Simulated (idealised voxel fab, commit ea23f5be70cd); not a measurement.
process module | voxel gate over fins
cross-section cut | 230 nm wide | cells 5 nm
A cross-section is a grid of square cells, given in bands from the top down. A band is one or more rows of cells.
Each band's line starts with the height of the band's top and of its bottom, in nm. Then come its materials from left to right, each with its width in nm. One material with "throughout" fills the band from edge to edge. "air" is empty space.
Height 0 is the level under which the wafer as received is all one material. The lowest band goes on downwards, as in "0 down".
A width such as "30 to 40" changes by the same amount from each row of cells to the next, from the band's top row to its bottom row.
"no change" after a step means that no cell of the cross-section changed.
closed voids: empty space of 8 cells or more with no open way to the top, each as width x height at its distance from the left edge, in nm
after a step's settings: what the simulator itself notes on the step
overlay nm, on a step with a mask: how far to the right of its planned place the mask lay; to the left if negative
plan
1 op RECEIVE | material Si
2 op CONFORMAL_DEP | material SiN | thk nm 5
3 op PATTERN | tone cover | mask id FINS | material resist | width nm 15 | pitch nm 50 | thk nm 20 | overlay nm 0
4 op DIRECTIONAL_ETCH | etch materials SiN | depth nm 5
5 op DIRECTIONAL_ETCH | etch materials Si | depth nm 40
6 op STRIP | etch materials resist
7 op FILL_DEP | material SiO2 | thk nm 15
8 op CMP | height nm 5
9 op PATTERN | tone open | mask id RAIL | material resist | width nm 15 | thk nm 20 | overlay nm 0
10 op DIRECTIONAL_ETCH | etch materials SiO2 | depth nm 40
11 op STRIP | etch materials resist
12 op CONFORMAL_DEP | material TiN | thk nm 5
13 op FILL_DEP | material Ru | thk nm 5
14 op CMP | height nm 5
15 op SELECTIVE_ETCH | etch materials W Ru TiN | depth nm 25
16 op FILL_DEP | material SiO2 | thk nm 5
17 op CMP | height nm 5
18 op SELECTIVE_ETCH | etch materials SiO2 | depth nm 15
19 op STRIP | etch materials SiN
20 op CONFORMAL_DEP | material HfO2 | thk nm 5
21 op CONFORMAL_DEP | material TiN | thk nm 5
22 op FILL_DEP | material W | thk nm 10
23 op CMP | height nm 15
24 op CONFORMAL_DEP | material SiCN | thk nm 10
varied across the wafers: width nm of step 3. The plan shows the first wafer's value. All wafers start alike
first wafer as received, after step 1
  0 down: Si throughout
  closed voids: none
first wafer at the end, after step 24
  25 to 15: SiCN throughout
  15 to 10: W throughout
  10 to 5: W 45 | TiN 35 | W 15 | TiN 35 | W 15 | TiN 35 | W 50
  5 to 0: W 45 | TiN 5 | HfO2 25 | TiN 5 | W 15 | TiN 5 | HfO2 25 | TiN 5 | W 15 | TiN 5 | HfO2 25 | TiN 5 | W 50
  0 to -5: TiN 50 | HfO2 5 | Si 15 | HfO2 5 | TiN 25 | HfO2 5 | Si 15 | HfO2 5 | TiN 25 | HfO2 5 | Si 15 | HfO2 5 | TiN 55
  -5 to -10: HfO2 55 | Si 15 | HfO2 35 | Si 15 | HfO2 35 | Si 15 | HfO2 60
  -10 to -20: SiO2 55 | Si 15 | SiO2 35 | Si 15 | SiO2 35 | Si 15 | SiO2 60
  -20 to -30: SiO2 55 | Si 15 | SiO2 10 | TiN 5 | Ru 5 | TiN 5 | SiO2 10 | Si 15 | SiO2 35 | Si 15 | SiO2 60
  -30 to -35: SiO2 55 | Si 15 | SiO2 10 | TiN 15 | SiO2 10 | Si 15 | SiO2 35 | Si 15 | SiO2 60
  -35 to -40: SiO2 55 | Si 15 | SiO2 35 | Si 15 | SiO2 35 | Si 15 | SiO2 60
  -40 down: Si throughout
  closed voids: none
last wafer at the end
  25 to 15: SiCN throughout
  15 to 10: W throughout
  10 to 5: W 40 | TiN 150 | W 40
  5 to 0: W 40 | TiN 5 | HfO2 40 | TiN 10 | HfO2 40 | TiN 10 | HfO2 40 | TiN 5 | W 40
  0 to -5: TiN 45 | HfO2 5 | Si 30 | HfO2 5 | TiN 10 | HfO2 5 | Si 30 | HfO2 5 | TiN 10 | HfO2 5 | Si 30 | HfO2 5 | TiN 45
  -5 to -10: HfO2 50 | Si 30 | HfO2 20 | Si 30 | HfO2 20 | Si 30 | HfO2 50
  -10 to -20: SiO2 50 | Si 30 | SiO2 20 | Si 30 | SiO2 20 | Si 30 | SiO2 50
  -20 to -30: SiO2 50 | Si 30 | TiN 5 | Ru 5 | TiN 5 | SiO2 5 | Si 30 | SiO2 20 | Si 30 | SiO2 50
  -30 to -35: SiO2 50 | Si 30 | TiN 15 | SiO2 5 | Si 30 | SiO2 20 | Si 30 | SiO2 50
  -35 to -40: SiO2 50 | Si 30 | SiO2 20 | Si 30 | SiO2 20 | Si 30 | SiO2 50
  -40 down: Si throughout
  closed voids: none
each wafer at the end: cells of each material gained (+) or lost (-) since it was received, then its closed voids
width nm 15 | +58 HfO2 | +2 Ru | -296 Si | +92 SiCN | +213 SiO2 | +65 TiN | +96 W | closed voids: none
width nm 20 | +58 HfO2 | +2 Ru | -272 Si | +92 SiCN | +195 SiO2 | +65 TiN | +90 W | closed voids: none
width nm 25 | +58 HfO2 | +2 Ru | -248 Si | +92 SiCN | +177 SiO2 | +65 TiN | +84 W | closed voids: none
width nm 30 | +58 HfO2 | +2 Ru | -224 Si | +92 SiCN | +159 SiO2 | +65 TiN | +78 W | closed voids: none
